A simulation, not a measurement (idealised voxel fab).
Name of the process module below: voxel fin reveal
In the cross-section labelled cut, the width is 250 nm and each square cell is 5 nm.
Cross-sections here: square-cell grids, written as top-down lists of bands, a band being one or more rows of cells.
Band: top height; bottom height; in nm. Then, left to right: material with width in nm, for each material. "edge to edge": a single material spanning edge to edge. "air": empty space.
The level at which height equals 0 is the one under which the wafer, as it arrives, is entirely one material. No lower edge exists for the bottom band, which continues downward and is notated as in "0 down".
A two-number width, for instance "30->40", indicates that the width is equal to the first number in the top row of the band and to the second number in the bottom row, and that it changes by a constant amount per row of cells.
Basically "no modifications" means that step didn't change any cell in the cross-section.
Look at "Enclosed void list" for the closed voids: empty spaces with no open path to the top, sized 8 cells or up. Each is width x height at distance, distance from the left edge, all nm.
after a step's settings: what the simulator itself notes on the step
"overlay nm" on a masked step: distance the mask lay right of its planned place, negative for left.
This section lists the process steps that were planned:
1) RECEIVE | material Si
2) CONFORMAL_DEP | material SiN | thk nm 5
3) PATTERN | tone cover | mask id FINS | material resist | width nm 15 | pitch nm 45 | thk nm 20 | overlay nm 0
4) DIRECTIONAL_ETCH | etch materials SiN | depth nm 5
5) DIRECTIONAL_ETCH | etch materials Si | depth nm 35
6) STRIP | etch materials resist
7) FILL_DEP | material SiO2 | thk nm 5
8) CMP | height nm 5
9) SELECTIVE_ETCH | etch materials SiO2 | depth nm 15
10) STRIP | etch materials SiN
11) CONFORMAL_DEP | material HfO2 | thk nm 5
Cross-section, incoming material, after step 1:
0 down = Si edge to edge
Enclosed void list: none
Cross-section, end of module. Start: as above. Plan: as above. Execution: one mistake:
0 to -10 = air 50 nm, then Si 15 nm, then air 30 nm, then Si 15 nm, then air 30 nm, then Si 15 nm, then air 30 nm, then Si 15 nm, then air 50 nm
-10 to -35 = SiO2 50 nm, then Si 15 nm, then SiO2 30 nm, then Si 15 nm, then SiO2 30 nm, then Si 15 nm, then SiO2 30 nm, then Si 15 nm, then SiO2 50 nm
-35 down = Si edge to edge
Enclosed void list: none
So what did we get wrong on this run? step 11 from the plan never happened, it was just skipped
